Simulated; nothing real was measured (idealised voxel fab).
Title: Process Module voxel released beams
Each square cell in cross-section cut measures 5 nm, and the section as a whole is 245 nm wide.
Notation: cross-section as square-cell grid; stated in bands, top first, going down; one or more cell rows per band.
Heights first: top, then bottom, in nm. Then materials, left to right, each with a width in nm. "all across" on a single material: fills the band edge to edge. "empty": empty space.
Heads up on the height convention: 0 is the point under which the incoming wafer is all one material, and the lowest band has no bottom, it just keeps going down, like "z 0 and below".
Width: "30 to 40" (first number = top row, second number = bottom row, same change from row to row of cells).
For the purposes of this document, the phrase "no change occurred" attached to a step denotes that no cell within the cross-section was modified by that step.
"Closed internal cavities" enumerates empty spaces isolated from the top, with no open way to it, that contain at least 8 cells, giving each as width x height at distance from the left edge, all three in nm.
Heads up: the bit after the settings on a step's line is the simulator's remark on that step.
overlay nm: where the mask lay relative to plan, measured to the right, on steps with a mask; negatives go left.
[Process steps (planned)]
1,RECEIVE,material Si
2,CONFORMAL_DEP,material Al2O3,thk nm 10
3,DIRECTIONAL_DEP,material SiO2,thk nm 20
4,MASKED_ETCH,tone open,mask id ANCHOR,width nm 45,etch materials SiO2,depth nm 20,overlay nm 0
5,CONFORMAL_DEP,material polySi,thk nm 15
6,MASKED_ETCH,tone cover,mask id BEAM,width nm 105,etch materials polySi,depth nm 15,overlay nm 0
7,STRIP,etch materials SiO2
[Shown in cross-section is the wafer as received, that is, as it stands after step 1]
	z 0 and below  Si all across
	Closed internal cavities: none
[Post-module cross-section of the first of two wafers (run per plan)]
	z 45 to 30  empty (65), polySi (20), empty (15), polySi (70), empty (75)
	z 30 to 25  empty (70), polySi (15), empty (15), polySi (15), empty (130)
	z 25 to 10  empty (70), polySi (45), empty (130)
	z 10 to 0  Al2O3 all across
	z 0 and below  Si all across
	Closed internal cavities: none
[So this is wafer number two of the two, cut at the end of the module - it started where the first did and had the same plan, we just got one thing wrong running it]
	z 45 to 30  Al2O3 (85), empty (15), Al2O3 (145)
	z 30 to 25  SiO2 (70), Al2O3 (15), empty (15), Al2O3 (15), SiO2 (130)
	z 25 to 10  SiO2 (70), Al2O3 (45), SiO2 (130)
	z 10 to 0  Al2O3 all across
	z 0 and below  Si all across
	Closed internal cavities: none
Short version of what went wrong: step 5 did not use the planned setting and instead ran as CONFORMAL_DEP,material Al2O3,thk nm 15
Final tally in cells, some materials are higher or lower on the second wafer than on the first: Al2O3: 171 more; SiO2: 160 more; polySi: 87 fewer
